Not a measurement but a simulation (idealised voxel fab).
You're looking at the process module voxel transistor to metal.
The figure presents cross-section cut, which has a width of 185 nm and is divided into square cells with an edge length of 5 nm.
In what follows, cross-sections appear as grids of square cells, described through bands that run from the top down, where every band is one or more rows of cells.
What a band's entry tells you: where the top is and where the bottom is, as heights in nm, and after that what lies inside, material by material from left to right, each with its width in nm. Empty space is written as the word "empty", and a single material marked with the word "everywhere" occupies the band from edge to edge.
Zero point of the height axis is 0; under it, received wafer = one material. Lowest band: continues down indefinitely, "0 -> down".
Width: "30 to 40" (first number = top row, second number = bottom row, same change from row to row of cells).
Step marked "remains unaltered"? Then no cell in the cross-section changed in it.
"Enclosed void list": sealed empty spaces, 8 cells or more, no open way to top, listed width x height at distance, with distance from the left edge and width, height and distance in nm.
after a step's settings: what the simulator itself notes on the step
overlay nm: right-of-plan distance of the mask on a masked step; negative values mean left-of-plan.
Note: before/after cross-section pairs follow, one process step per pair, after-side truncated at the lowest changed band, step and settings given beneath. Different runs of this module on the same starting wafer may supply the pairs; a pair continues the one above only where the "Status quo ante" entry says so.
Status quo ante:
- 25 -> 5  70 SiO2 / 5 SiN / 5 SiO2 / 25 polySi / 5 SiO2 / 5 SiN / 70 SiO2
- 5 -> 0  40 SiO2 / 5 SiN / 10 nSi / 5 SiO2 / 10 nSi / 5 SiN / 5 SiO2 / 25 polySi / 5 SiO2 / 5 SiN / 10 nSi / 5 SiO2 / 10 nSi / 5 SiN / 40 SiO2
- 0 -> -5  45 SiO2 / 25 nSi / 45 SiO2 / 25 nSi / 45 SiO2
- -5 -> -10  40 SiO2 / 5 Si / 25 nSi / 45 Si / 25 nSi / 5 Si / 40 SiO2
- -10 -> -40  40 SiO2 / 105 Si / 40 SiO2
- -40 -> down  Si everywhere
- Enclosed void list: none
Step Result:
- 25 -> 5  70 SiO2 / 5 SiN / 5 SiO2 / 25 empty / 5 SiO2 / 5 SiN / 70 SiO2
- 5 -> 0  40 SiO2 / 5 SiN / 10 nSi / 5 SiO2 / 10 nSi / 5 SiN / 5 SiO2 / 25 empty / 5 SiO2 / 5 SiN / 10 nSi / 5 SiO2 / 10 nSi / 5 SiN / 40 SiO2
- For the remainder of the cross-section, below 0, there is no change.
- Enclosed void list: none
Link between the two cross-sections above: STRIP, etch materials polySi
Status quo ante: we pick up right where the pair above leaves off, with its after cross-section.
Step Result:
- 25 -> 20  70 empty / 5 SiN / 35 empty / 5 SiN / 70 empty
- 20 -> 5  70 SiO2 / 5 SiN / 35 empty / 5 SiN / 70 SiO2
- 5 -> 0  40 SiO2 / 5 SiN / 10 nSi / 5 SiO2 / 10 nSi / 5 SiN / 35 empty / 5 SiN / 10 nSi / 5 SiO2 / 10 nSi / 5 SiN / 40 SiO2
- 0 -> -5  45 SiO2 / 25 nSi / 5 SiO2 / 35 empty / 5 SiO2 / 25 nSi / 45 SiO2
- For the remainder of the cross-section, below -5, there is no change.
- Enclosed void list: none
Link between the two cross-sections above: SELECTIVE_ETCH, etch materials SiO2, depth nm 5
Status quo ante: we pick up right where the pair above leaves off, with its after cross-section.
Step Result:
- 30 -> 25  65 empty / 15 HfO2 / 25 empty / 15 HfO2 / 65 empty
- 25 -> 20  70 HfO2 / 5 SiN / 5 HfO2 / 25 empty / 5 HfO2 / 5 SiN / 70 HfO2
- 20 -> 5  70 SiO2 / 5 SiN / 5 HfO2 / 25 empty / 5 HfO2 / 5 SiN / 70 SiO2
- 5 -> 0  40 SiO2 / 5 SiN / 10 nSi / 5 SiO2 / 10 nSi / 5 SiN / 5 HfO2 / 25 empty / 5 HfO2 / 5 SiN / 10 nSi / 5 SiO2 / 10 nSi / 5 SiN / 40 SiO2
- 0 -> -5  45 SiO2 / 25 nSi / 5 SiO2 / 35 HfO2 / 5 SiO2 / 25 nSi / 45 SiO2
- For the remainder of the cross-section, below -5, there is no change.
- Enclosed void list: none
Link between the two cross-sections above: CONFORMAL_DEP, material HfO2, thk nm 5
Status quo ante: we pick up right where the pair above leaves off, with its after cross-section.
Step Result:
- 35 -> 30  60 empty / 25 TiN / 15 empty / 25 TiN / 60 empty
- 30 -> 25  65 TiN / 15 HfO2 / 5 TiN / 15 empty / 5 TiN / 15 HfO2 / 65 TiN
- 25 -> 20  70 HfO2 / 5 SiN / 5 HfO2 / 5 TiN / 15 empty / 5 TiN / 5 HfO2 / 5 SiN / 70 HfO2
- 20 -> 5  70 SiO2 / 5 SiN / 5 HfO2 / 5 TiN / 15 empty / 5 TiN / 5 HfO2 / 5 SiN / 70 SiO2
- 5 -> 0  40 SiO2 / 5 SiN / 10 nSi / 5 SiO2 / 10 nSi / 5 SiN / 5 HfO2 / 25 TiN / 5 HfO2 / 5 SiN / 10 nSi / 5 SiO2 / 10 nSi / 5 SiN / 40 SiO2
- For the remainder of the cross-section, below 0, there is no change.
- Enclosed void list: none
Link between the two cross-sections above: CONFORMAL_DEP, material TiN, thk nm 5
Status quo ante: we pick up right where the pair above leaves off, with its after cross-section.
Step Result:
- 45 -> 35  W everywhere
- 35 -> 30  60 W / 25 TiN / 15 W / 25 TiN / 60 W
- 30 -> 25  65 TiN / 15 HfO2 / 5 TiN / 15 W / 5 TiN / 15 HfO2 / 65 TiN
- 25 -> 20  70 HfO2 / 5 SiN / 5 HfO2 / 5 TiN / 15 W / 5 TiN / 5 HfO2 / 5 SiN / 70 HfO2
- 20 -> 5  70 SiO2 / 5 SiN / 5 HfO2 / 5 TiN / 15 W / 5 TiN / 5 HfO2 / 5 SiN / 70 SiO2
- For the remainder of the cross-section, below 5, there is no change.
- Enclosed void list: none
Link between the two cross-sections above: FILL_DEP, material W, thk nm 10
Status quo ante: we pick up right where the pair above leaves off, with its after cross-section.
Step Result:
- 20 -> 5  70 SiO2 / 5 SiN / 5 HfO2 / 5 TiN / 15 W / 5 TiN / 5 HfO2 / 5 SiN / 70 SiO2
- For the remainder of the cross-section, below 5, there is no change.
- Enclosed void list: none
Link between the two cross-sections above: CMP, height nm 20
Status quo ante: we pick up right where the pair above leaves off, with its after cross-section.
Step Result:
- 35 -> 20  SiO2 everywhere
- For the remainder of the cross-section, below 20, there is no change.
- Enclosed void list: none
Link between the two cross-sections above: DIRECTIONAL_DEP, material SiO2, thk nm 15
Status quo ante: we pick up right where the pair above leaves off, with its after cross-section.
Step Result:
- 35 -> 20  50 SiO2 / 15 empty / 55 SiO2 / 15 empty / 50 SiO2
- 20 -> 5  50 SiO2 / 15 empty / 5 SiO2 / 5 SiN / 5 HfO2 / 5 TiN / 15 W / 5 TiN / 5 HfO2 / 5 SiN / 5 SiO2 / 15 empty / 50 SiO2
- 5 -> 0  40 SiO2 / 5 SiN / 10 nSi / 5 empty / 10 nSi / 5 SiN / 5 HfO2 / 25 TiN / 5 HfO2 / 5 SiN / 10 nSi / 5 empty / 10 nSi / 5 SiN / 40 SiO2
- For the remainder of the cross-section, below 0, there is no change.
- Enclosed void list: none
Link between the two cross-sections above: MASKED_ETCH, tone open, mask id CONTACT, width nm 15, pitch nm 70, etch materials SiO2, depth nm 35, overlay nm 0
Status quo ante: we pick up right where the pair above leaves off, with its after cross-section.
Step Result:
- 40 -> 35  55 TiN / 5 empty / 65 TiN / 5 empty / 55 TiN
- 35 -> 20  50 SiO2 / 5 TiN / 5 empty / 5 TiN / 55 SiO2 / 5 TiN / 5 empty / 5 TiN / 50 SiO2
- 20 -> 10  50 SiO2 / 5 TiN / 5 empty / 5 TiN / 5 SiO2 / 5 SiN / 5 HfO2 / 5 TiN / 15 W / 5 TiN / 5 HfO2 / 5 SiN / 5 SiO2 / 5 TiN / 5 empty / 5 TiN / 50 SiO2
- 10 -> 5  50 SiO2 / 15 TiN / 5 SiO2 / 5 SiN / 5 HfO2 / 5 TiN / 15 W / 5 TiN / 5 HfO2 / 5 SiN / 5 SiO2 / 15 TiN / 50 SiO2
- 5 -> 0  40 SiO2 / 5 SiN / 10 nSi / 5 TiN / 10 nSi / 5 SiN / 5 HfO2 / 25 TiN / 5 HfO2 / 5 SiN / 10 nSi / 5 TiN / 10 nSi / 5 SiN / 40 SiO2
- For the remainder of the cross-section, below 0, there is no change.
- Enclosed void list: none
Link between the two cross-sections above: CONFORMAL_DEP, material TiN, thk nm 5
Status quo ante: we pick up right where the pair above leaves off, with its after cross-section.
Step Result:
- 50 -> 40  Ru everywhere
- 40 -> 35  55 TiN / 5 Ru / 65 TiN / 5 Ru / 55 TiN
- 35 -> 20  50 SiO2 / 5 TiN / 5 Ru / 5 TiN / 55 SiO2 / 5 TiN / 5 Ru / 5 TiN / 50 SiO2
- 20 -> 10  50 SiO2 / 5 TiN / 5 Ru / 5 TiN / 5 SiO2 / 5 SiN / 5 HfO2 / 5 TiN / 15 W / 5 TiN / 5 HfO2 / 5 SiN / 5 SiO2 / 5 TiN / 5 Ru / 5 TiN / 50 SiO2
- For the remainder of the cross-section, below 10, there is no change.
- Enclosed void list: none
Link between the two cross-sections above: FILL_DEP, material Ru, thk nm 10
Status quo ante: we pick up right where the pair above leaves off, with its after cross-section.
Step Result:
- 35 -> 20  50 SiO2 / 5 TiN / 5 Ru / 5 TiN / 55 SiO2 / 5 TiN / 5 Ru / 5 TiN / 50 SiO2
- For the remainder of the cross-section, below 20, there is no change.
- Enclosed void list: none
Link between the two cross-sections above: CMP, height nm 35
Status quo ante: we pick up right where the pair above leaves off, with its after cross-section.
Step Result:
- 40 -> 35  SiCN everywhere
- For the remainder of the cross-section, below 35, there is no change.
- Enclosed void list: none
Link between the two cross-sections above: CONFORMAL_DEP, material SiCN, thk nm 5
Status quo ante: we pick up right where the pair above leaves off, with its after cross-section.
Step Result:
- 60 -> 40  lowk everywhere
- For the remainder of the cross-section, below 40, there is no change.
- Enclosed void list: none
Link between the two cross-sections above: DIRECTIONAL_DEP, material lowk, thk nm 20
Status quo ante: we pick up right where the pair above leaves off, with its after cross-section.
Step Result:
- 60 -> 40  50 lowk / 15 empty / 55 lowk / 15 empty / 50 lowk
- For the remainder of the cross-section, below 40, there is no change.
- Enclosed void list: none
Link between the two cross-sections above: MASKED_ETCH, tone open, mask id METAL_1, width nm 15, pitch nm 70, etch materials lowk, depth nm 20, overlay nm 0
Status quo ante: we pick up right where the pair above leaves off, with its after cross-section.
Step Result:
- 60 -> 40  50 lowk / 15 empty / 55 lowk / 15 empty / 50 lowk
- 40 -> 35  50 SiCN / 15 empty / 55 SiCN / 15 empty / 50 SiCN
- For the remainder of the cross-section, below 35, there is no change.
- Enclosed void list: none
Link between the two cross-sections above: MASKED_ETCH, tone open, mask id METAL_1, width nm 15, pitch nm 70, etch materials SiCN, depth nm 5, overlay nm 0
Status quo ante: we pick up right where the pair above leaves off, with its after cross-section.
Step Result:
- 65 -> 60  55 TiN / 5 empty / 65 TiN / 5 empty / 55 TiN
- 60 -> 40  50 lowk / 5 TiN / 5 empty / 5 TiN / 55 lowk / 5 TiN / 5 empty / 5 TiN / 50 lowk
- 40 -> 35  50 SiCN / 15 TiN / 55 SiCN / 15 TiN / 50 SiCN
- For the remainder of the cross-section, below 35, there is no change.
- Enclosed void list: none
Link between the two cross-sections above: CONFORMAL_DEP, material TiN, thk nm 5
Status quo ante: we pick up right where the pair above leaves off, with its after cross-section.
Step Result:
- 70 -> 65  Cu everywhere
- 65 -> 60  55 TiN / 5 Cu / 65 TiN / 5 Cu / 55 TiN
- 60 -> 40  50 lowk / 5 TiN / 5 Cu / 5 TiN / 55 lowk / 5 TiN / 5 Cu / 5 TiN / 50 lowk
- For the remainder of the cross-section, below 40, there is no change.
- Enclosed void list: none
Link between the two cross-sections above: FILL_DEP, material Cu, thk nm 5
Status quo ante: we pick up right where the pair above leaves off, with its after cross-section.
Step Result:
- 60 -> 40  50 lowk / 5 TiN / 5 Cu / 5 TiN / 55 lowk / 5 TiN / 5 Cu / 5 TiN / 50 lowk
- For the remainder of the cross-section, below 40, there is no change.
- Enclosed void list: none
Link between the two cross-sections above: CMP, height nm 60
Status quo ante: we pick up right where the pair above leaves off, with its after cross-section.
Step Result:
- 65 -> 60  45 empty / 25 Ru / 45 empty / 25 Ru / 45 empty
- For the remainder of the cross-section, below 60, there is no change.
- Enclosed void list: none
Link between the two cross-sections above: EPI, material Ru, thk nm 5
Status quo ante: we pick up right where the pair above leaves off, with its after cross-section.
Step Result:
- 70 -> 65  SiCN everywhere
- 65 -> 60  45 SiCN / 25 Ru / 45 SiCN / 25 Ru / 45 SiCN
- For the remainder of the cross-section, below 60, there is no change.
- Enclosed void list: none
Link between the two cross-sections above: FILL_DEP, material SiCN, thk nm 5
Status quo ante: we pick up right where the pair above leaves off, with its after cross-section.
Step Result:
- 100 -> 70  SiO2 everywhere
- For the remainder of the cross-section, below 70, there is no change.
- Enclosed void list: none
Link between the two cross-sections above: DIRECTIONAL_DEP, material SiO2, thk nm 30
Status quo ante: we pick up right where the pair above leaves off, with its after cross-section.
Step Result:
- 115 -> 100  50 resist / 15 empty / 55 resist / 15 empty / 50 resist
- For the remainder of the cross-section, below 100, there is no change.
- Enclosed void list: none
Link between the two cross-sections above: PATTERN, tone open, mask id METAL_2, material resist, width nm 15, pitch nm 70, thk nm 15, overlay nm 0
Status quo ante: we pick up right where the pair above leaves off, with its after cross-section.
Step Result:
- 115 -> 100  50 resist / 15 empty / 55 resist / 15 empty / 50 resist
- 100 -> 80  50 SiO2 / 15 empty / 55 SiO2 / 15 empty / 50 SiO2
- For the remainder of the cross-section, below 80, there is no change.
- Enclosed void list: none
Link between the two cross-sections above: DIRECTIONAL_ETCH, etch materials SiO2, depth nm 20
Status quo ante: we pick up right where the pair above leaves off, with its after cross-section.
Step Result:
- 100 -> 80  50 SiO2 / 15 empty / 55 SiO2 / 15 empty / 50 SiO2
- For the remainder of the cross-section, below 80, there is no change.
- Enclosed void list: none
Link between the two cross-sections above: STRIP, etch materials resist
Status quo ante: we pick up right where the pair above leaves off, with its after cross-section.
Step Result:
- 100 -> 70  50 SiO2 / 15 empty / 55 SiO2 / 15 empty / 50 SiO2
- For the remainder of the cross-section, below 70, there is no change.
- Enclosed void list: none
Link between the two cross-sections above: MASKED_ETCH, tone open, mask id METAL_2_HOLES, width nm 15, pitch nm 70, etch materials SiO2, depth nm 10, overlay nm 0
Status quo ante: we pick up right where the pair above leaves off, with its after cross-section.
Step Result:
- 100 -> 70  50 SiO2 / 15 empty / 55 SiO2 / 15 empty / 50 SiO2
- 70 -> 65  50 SiCN / 15 empty / 55 SiCN / 15 empty / 50 SiCN
- For the remainder of the cross-section, below 65, there is no change.
- Enclosed void list: none
Link between the two cross-sections above: MASKED_ETCH, tone open, mask id METAL_2_HOLES, width nm 15, pitch nm 70, etch materials SiCN, depth nm 5, overlay nm 0
Status quo ante: we pick up right where the pair above leaves off, with its after cross-section.
Step Result:
- 105 -> 100  55 TiN / 5 empty / 65 TiN / 5 empty / 55 TiN
- 100 -> 70  50 SiO2 / 5 TiN / 5 empty / 5 TiN / 55 SiO2 / 5 TiN / 5 empty / 5 TiN / 50 SiO2
- 70 -> 65  50 SiCN / 15 TiN / 55 SiCN / 15 TiN / 50 SiCN
- For the remainder of the cross-section, below 65, there is no change.
- Enclosed void list: none
Link between the two cross-sections above: CONFORMAL_DEP, material TiN, thk nm 5
Status quo ante: we pick up right where the pair above leaves off, with its after cross-section.
Step Result:
- 110 -> 105  Ru everywhere
- 105 -> 100  55 TiN / 5 Ru / 65 TiN / 5 Ru / 55 TiN
- 100 -> 70  50 SiO2 / 5 TiN / 5 Ru / 5 TiN / 55 SiO2 / 5 TiN / 5 Ru / 5 TiN / 50 SiO2
- For the remainder of the cross-section, below 70, there is no change.
- Enclosed void list: none
Link between the two cross-sections above: FILL_DEP, material Ru, thk nm 5
Status quo ante: we pick up right where the pair above leaves off, with its after cross-section.
Step Result:
- 100 -> 70  50 SiO2 / 5 TiN / 5 Ru / 5 TiN / 55 SiO2 / 5 TiN / 5 Ru / 5 TiN / 50 SiO2
- For the remainder of the cross-section, below 70, there is no change.
- Enclosed void list: none
Link between the two cross-sections above: CMP, height nm 100
Status quo ante: we pick up right where the pair above leaves off, with its after cross-section.
Step Result:
- 105 -> 100  SiCN everywhere
- For the remainder of the cross-section, below 100, there is no change.
- Enclosed void list: none
Link between the two cross-sections above: CONFORMAL_DEP, material SiCN, thk nm 5
Status quo ante:
- 65 -> 60  45 empty / 25 Ru / 45 empty / 25 Ru / 45 empty
- 60 -> 40  50 lowk / 5 TiN / 5 Cu / 5 TiN / 55 lowk / 5 TiN / 5 Cu / 5 TiN / 50 lowk
- 40 -> 35  50 SiCN / 15 TiN / 55 SiCN / 15 TiN / 50 SiCN
- 35 -> 20  50 SiO2 / 5 TiN / 5 Ru / 5 TiN / 55 SiO2 / 5 TiN / 5 Ru / 5 TiN / 50 SiO2
- 20 -> 10  50 SiO2 / 5 TiN / 5 Ru / 5 TiN / 5 SiO2 / 5 SiN / 5 HfO2 / 5 TiN / 15 W / 5 TiN / 5 HfO2 / 5 SiN / 5 SiO2 / 5 TiN / 5 Ru / 5 TiN / 50 SiO2
- 10 -> 5  50 SiO2 / 15 TiN / 5 SiO2 / 5 SiN / 5 HfO2 / 5 TiN / 15 W / 5 TiN / 5 HfO2 / 5 SiN / 5 SiO2 / 15 TiN / 50 SiO2
- 5 -> 0  40 SiO2 / 5 SiN / 10 nSi / 5 TiN / 10 nSi / 5 SiN / 5 HfO2 / 25 TiN / 5 HfO2 / 5 SiN / 10 nSi / 5 TiN / 10 nSi / 5 SiN / 40 SiO2
- 0 -> -5  45 SiO2 / 25 nSi / 5 SiO2 / 35 HfO2 / 5 SiO2 / 25 nSi / 45 SiO2
- -5 -> -10  40 SiO2 / 5 Si / 25 nSi / 45 Si / 25 nSi / 5 Si / 40 SiO2
- -10 -> -20  40 SiO2 / 105 Si / 40 SiO2
- -20 -> down  Si everywhere
- Enclosed void list: none
Step Result:
- 95 -> 90  45 empty / 25 SiO2 / 45 empty / 25 SiO2 / 45 empty
- 90 -> 65  SiO2 everywhere
- 65 -> 60  45 SiO2 / 25 Ru / 45 SiO2 / 25 Ru / 45 SiO2
- For the remainder of the cross-section, below 60, there is no change.
- Enclosed void list: none
Link between the two cross-sections above: DIRECTIONAL_DEP, material SiO2, thk nm 30
Status quo ante: we pick up right where the pair above leaves off, with its after cross-section.
Step Result:
- 100 -> 95  SiCN everywhere
- 95 -> 90  45 SiCN / 25 SiO2 / 45 SiCN / 25 SiO2 / 45 SiCN
- For the remainder of the cross-section, below 90, there is no change.
- Enclosed void list: none
Link between the two cross-sections above: FILL_DEP, material SiCN, thk nm 5
Status quo ante: we pick up right where the pair above leaves off, with its after cross-section.
Step Result:
- 115 -> 100  50 resist / 15 empty / 55 resist / 15 empty / 50 resist
- For the remainder of the cross-section, below 100, there is no change.
- Enclosed void list: none
Link between the two cross-sections above: PATTERN, tone open, mask id METAL_2, material resist, width nm 15, pitch nm 70, thk nm 15, overlay nm 0
Status quo ante: we pick up right where the pair above leaves off, with its after cross-section.
Step Result:
- 100 -> 95  SiCN everywhere
- For the remainder of the cross-section, below 95, there is no change.
- Enclosed void list: none
Link between the two cross-sections above: STRIP, etch materials resist
Status quo ante: we pick up right where the pair above leaves off, with its after cross-section.
Step Result:
- 100 -> 95  50 SiCN / 15 empty / 55 SiCN / 15 empty / 50 SiCN
- For the remainder of the cross-section, below 95, there is no change.
- Enclosed void list: none
Link between the two cross-sections above: MASKED_ETCH, tone open, mask id METAL_2_HOLES, width nm 15, pitch nm 70, etch materials SiCN, depth nm 5, overlay nm 0
Status quo ante: we pick up right where the pair above leaves off, with its after cross-section.
Step Result:
- 105 -> 100  55 TiN / 5 empty / 65 TiN / 5 empty / 55 TiN
- 100 -> 95  50 SiCN / 15 TiN / 55 SiCN / 15 TiN / 50 SiCN
- For the remainder of the cross-section, below 95, there is no change.
- Enclosed void list: none
Link between the two cross-sections above: CONFORMAL_DEP, material TiN, thk nm 5
Status quo ante: we pick up right where the pair above leaves off, with its after cross-section.
Step Result:
- 110 -> 105  Ru everywhere
- 105 -> 100  55 TiN / 5 Ru / 65 TiN / 5 Ru / 55 TiN
- For the remainder of the cross-section, below 100, there is no change.
- Enclosed void list: none
Link between the two cross-sections above: FILL_DEP, material Ru, thk nm 5
Status quo ante: we pick up right where the pair above leaves off, with its after cross-section.
Step Result:
- 100 -> 95  50 SiCN / 15 TiN / 55 SiCN / 15 TiN / 50 SiCN
- For the remainder of the cross-section, below 95, there is no change.
- Enclosed void list: none
Link between the two cross-sections above: CMP, height nm 100
Status quo ante: we pick up right where the pair above leaves off, with its after cross-section.
Step Result:
- 105 -> 100  SiCN everywhere
- For the remainder of the cross-section, below 100, there is no change.
- Enclosed void list: none
Link between the two cross-sections above: CONFORMAL_DEP, material SiCN, thk nm 5
Status quo ante:
- 110 -> 105  Ru everywhere
- 105 -> 100  55 TiN / 5 Ru / 65 TiN / 5 Ru / 55 TiN
- 100 -> 70  50 SiO2 / 5 TiN / 5 Ru / 5 TiN / 55 SiO2 / 5 TiN / 5 Ru / 5 TiN / 50 SiO2
- 70 -> 65  50 SiCN / 15 TiN / 55 SiCN / 15 TiN / 50 SiCN
- 65 -> 60  45 SiCN / 25 Ru / 45 SiCN / 25 Ru / 45 SiCN
- 60 -> 40  50 lowk / 5 TiN / 5 Cu / 5 TiN / 55 lowk / 5 TiN / 5 Cu / 5 TiN / 50 lowk
- 40 -> 35  50 SiCN / 15 TiN / 55 SiCN / 15 TiN / 50 SiCN
- 35 -> 20  50 SiO2 / 5 TiN / 5 Ru / 5 TiN / 55 SiO2 / 5 TiN / 5 Ru / 5 TiN / 50 SiO2
- 20 -> 10  50 SiO2 / 5 TiN / 5 Ru / 5 TiN / 5 SiO2 / 5 SiN / 5 HfO2 / 5 TiN / 15 W / 5 TiN / 5 HfO2 / 5 SiN / 5 SiO2 / 5 TiN / 5 Ru / 5 TiN / 50 SiO2
- 10 -> 5  50 SiO2 / 15 TiN / 5 SiO2 / 5 SiN / 5 HfO2 / 5 TiN / 15 W / 5 TiN / 5 HfO2 / 5 SiN / 5 SiO2 / 15 TiN / 50 SiO2
- 5 -> 0  40 SiO2 / 5 SiN / 10 nSi / 5 TiN / 10 nSi / 5 SiN / 5 HfO2 / 25 TiN / 5 HfO2 / 5 SiN / 10 nSi / 5 TiN / 10 nSi / 5 SiN / 40 SiO2
- 0 -> -5  45 SiO2 / 25 nSi / 5 SiO2 / 35 HfO2 / 5 SiO2 / 25 nSi / 45 SiO2
- -5 -> -10  40 SiO2 / 5 Si / 25 nSi / 45 Si / 25 nSi / 5 Si / 40 SiO2
- -10 -> -20  40 SiO2 / 105 Si / 40 SiO2
- -20 -> down  Si everywhere
- Enclosed void list: none
Step Result:
- 90 -> 70  50 SiO2 / 5 TiN / 5 Ru / 5 TiN / 55 SiO2 / 5 TiN / 5 Ru / 5 TiN / 50 SiO2
- For the remainder of the cross-section, below 70, there is no change.
- Enclosed void list: none
Link between the two cross-sections above: CMP, height nm 90
Status quo ante: we pick up right where the pair above leaves off, with its after cross-section.
Step Result:
- 95 -> 90  SiCN everywhere
- For the remainder of the cross-section, below 90, there is no change.
- Enclosed void list: none
Link between the two cross-sections above: CONFORMAL_DEP, material SiCN, thk nm 5
Status quo ante:
- 20 -> 5  SiN everywhere
- 5 -> 0  SiO2 everywhere
- 0 -> down  Si everywhere
- Enclosed void list: none
Step Result:
- 35 -> 20  35 empty / 115 resist / 35 empty
- For the remainder of the cross-section, below 20, there is no change.
- Enclosed void list: none
Link between the two cross-sections above: PATTERN, tone cover, mask id ACTIVE, material resist, width nm 115, thk nm 15, overlay nm 0
Status quo ante: we pick up right where the pair above leaves off, with its after cross-section.
Step Result:
- 35 -> 20  35 empty / 115 resist / 35 empty
- 20 -> 5  35 empty / 115 SiN / 35 empty
- For the remainder of the cross-section, below 5, there is no change.
- Enclosed void list: none
Link between the two cross-sections above: DIRECTIONAL_ETCH, etch materials SiN, depth nm 15
Status quo ante: we pick up right where the pair above leaves off, with its after cross-section.
Step Result:
- 35 -> 20  35 empty / 115 resist / 35 empty
- 20 -> 5  35 empty / 115 SiN / 35 empty
- 5 -> 0  35 empty / 115 SiO2 / 35 empty
- For the remainder of the cross-section, below 0, there is no change.
- Enclosed void list: none
Link between the two cross-sections above: DIRECTIONAL_ETCH, etch materials SiO2, depth nm 5
Status quo ante: we pick up right where the pair above leaves off, with its after cross-section.
Step Result:
- 35 -> 20  35 empty / 115 resist / 35 empty
- 20 -> 5  35 empty / 115 SiN / 35 empty
- 5 -> 0  35 empty / 115 SiO2 / 35 empty
- 0 -> -20  35 empty / 115 Si / 35 empty
- For the remainder of the cross-section, below -20, there is no change.
- Enclosed void list: none
Link between the two cross-sections above: DIRECTIONAL_ETCH, etch materials Si, depth nm 20
Status quo ante: we pick up right where the pair above leaves off, with its after cross-section.
Step Result:
- 20 -> 5  35 empty / 115 SiN / 35 empty
- For the remainder of the cross-section, below 5, there is no change.
- Enclosed void list: none
Link between the two cross-sections above: STRIP, etch materials resist
Status quo ante: we pick up right where the pair above leaves off, with its after cross-section.
Step Result:
- 35 -> 20  SiO2 everywhere
- 20 -> 5  35 SiO2 / 115 SiN / 35 SiO2
- 5 -> 0  SiO2 everywhere
- 0 -> -20  35 SiO2 / 115 Si / 35 SiO2
- For the remainder of the cross-section, below -20, there is no change.
- Enclosed void list: none
Link between the two cross-sections above: FILL_DEP, material SiO2, thk nm 15
Status quo ante: we pick up right where the pair above leaves off, with its after cross-section.
Step Result:
- 20 -> 5  35 SiO2 / 115 SiN / 35 SiO2
- For the remainder of the cross-section, below 5, there is no change.
- Enclosed void list: none
Link between the two cross-sections above: CMP, height nm 20
Status quo ante: we pick up right where the pair above leaves off, with its after cross-section.
Step Result:
- 20 -> 10  35 empty / 115 SiN / 35 empty
- For the remainder of the cross-section, below 10, there is no change.
- Enclosed void list: none
Link between the two cross-sections above: SELECTIVE_ETCH, etch materials SiO2, depth nm 10
Status quo ante: we pick up right where the pair above leaves off, with its after cross-section.
Step Result:
- 10 -> 5  35 SiO2 / 115 empty / 35 SiO2
- For the remainder of the cross-section, below 5, there is no change.
- Enclosed void list: none
Link between the two cross-sections above: STRIP, etch materials SiN
Status quo ante: we pick up right where the pair above leaves off, with its after cross-section.
Step Result:
- 5 -> 0  30 SiO2 / 125 empty / 30 SiO2
- For the remainder of the cross-section, below 0, there is no change.
- Enclosed void list: none
Link between the two cross-sections above: SELECTIVE_ETCH, etch materials SiO2, depth nm 5
Status quo ante: we pick up right where the pair above leaves off, with its after cross-section.
Step Result:
- 5 -> 0  30 SiO2 / 125 empty / 30 SiO2
- 0 -> -5  SiO2 everywhere
- For the remainder of the cross-section, below -5, there is no change.
- Enclosed void list: none
Link between the two cross-sections above: OXIDIZE, depth nm 5
Status quo ante: we pick up right where the pair above leaves off, with its after cross-section.
Step Result:
- 30 -> 25  30 polySi / 125 empty / 30 polySi
- 25 -> 5  polySi everywhere
- 5 -> 0  30 SiO2 / 125 polySi / 30 SiO2
- For the remainder of the cross-section, below 0, there is no change.
- Enclosed void list: none
Link between the two cross-sections above: DIRECTIONAL_DEP, material polySi, thk nm 25
Status quo ante: we pick up right where the pair above leaves off, with its after cross-section.
Step Result:
- 40 -> 35  30 SiCN / 125 empty / 30 SiCN
- 35 -> 30  SiCN everywhere
- 30 -> 25  30 polySi / 125 SiCN / 30 polySi
- For the remainder of the cross-section, below 25, there is no change.
- Enclosed void list: none
Link between the two cross-sections above: DIRECTIONAL_DEP, material SiCN, thk nm 10
Status quo ante: we pick up right where the pair above leaves off, with its after cross-section.
Step Result:
- 55 -> 50  30 aC / 125 empty / 30 aC
- 50 -> 40  aC everywhere
- 40 -> 35  30 SiCN / 125 aC / 30 SiCN
- For the remainder of the cross-section, below 35, there is no change.
- Enclosed void list: none
Link between the two cross-sections above: DIRECTIONAL_DEP, material aC, thk nm 15
Status quo ante: we pick up right where the pair above leaves off, with its after cross-section.
Step Result:
- 85 -> 55  80 empty / 25 resist / 80 empty
- 55 -> 50  30 aC / 50 empty / 25 resist / 50 empty / 30 aC
- For the remainder of the cross-section, below 50, there is no change.
- Enclosed void list: none
Link between the two cross-sections above: PATTERN, tone cover, mask id GATE, material resist, width nm 25, thk nm 30, overlay nm 0
Status quo ante: we pick up right where the pair above leaves off, with its after cross-section.
Step Result:
- 70 -> 50  80 empty / 25 resist / 80 empty
- 50 -> 40  80 empty / 25 aC / 80 empty
- 40 -> 35  30 SiCN / 50 empty / 25 aC / 50 empty / 30 SiCN
- For the remainder of the cross-section, below 35, there is no change.
- Enclosed void list: none
Link between the two cross-sections above: DIRECTIONAL_ETCH, etch materials aC, depth nm 15
Status quo ante: we pick up right where the pair above leaves off, with its after cross-section.
Step Result:
- 50 -> 40  80 empty / 25 aC / 80 empty
- For the remainder of the cross-section, below 40, there is no change.
- Enclosed void list: none
Link between the two cross-sections above: STRIP, etch materials resist
Status quo ante: we pick up right where the pair above leaves off, with its after cross-section.
Step Result:
- 50 -> 35  80 empty / 25 aC / 80 empty
- 35 -> 30  80 empty / 25 SiCN / 80 empty
- 30 -> 25  30 polySi / 50 empty / 25 SiCN / 50 empty / 30 polySi
- For the remainder of the cross-section, below 25, there is no change.
- Enclosed void list: none
Link between the two cross-sections above: DIRECTIONAL_ETCH, etch materials SiCN, depth nm 20
Status quo ante: we pick up right where the pair above leaves off, with its after cross-section.
Step Result:
- 50 -> 35  80 empty / 25 aC / 80 empty
- 35 -> 25  80 empty / 25 SiCN / 80 empty
- 25 -> 5  80 empty / 25 polySi / 80 empty
- 5 -> 0  30 SiO2 / 50 empty / 25 polySi / 50 empty / 30 SiO2
- For the remainder of the cross-section, below 0, there is no change.
- Enclosed void list: none
Link between the two cross-sections above: DIRECTIONAL_ETCH, etch materials polySi, depth nm 35
Status quo ante: we pick up right where the pair above leaves off, with its after cross-section.
Step Result:
- 35 -> 25  80 empty / 25 SiCN / 80 empty
- For the remainder of the cross-section, below 25, there is no change.
- Enclosed void list: none
Link between the two cross-sections above: STRIP, etch materials aC
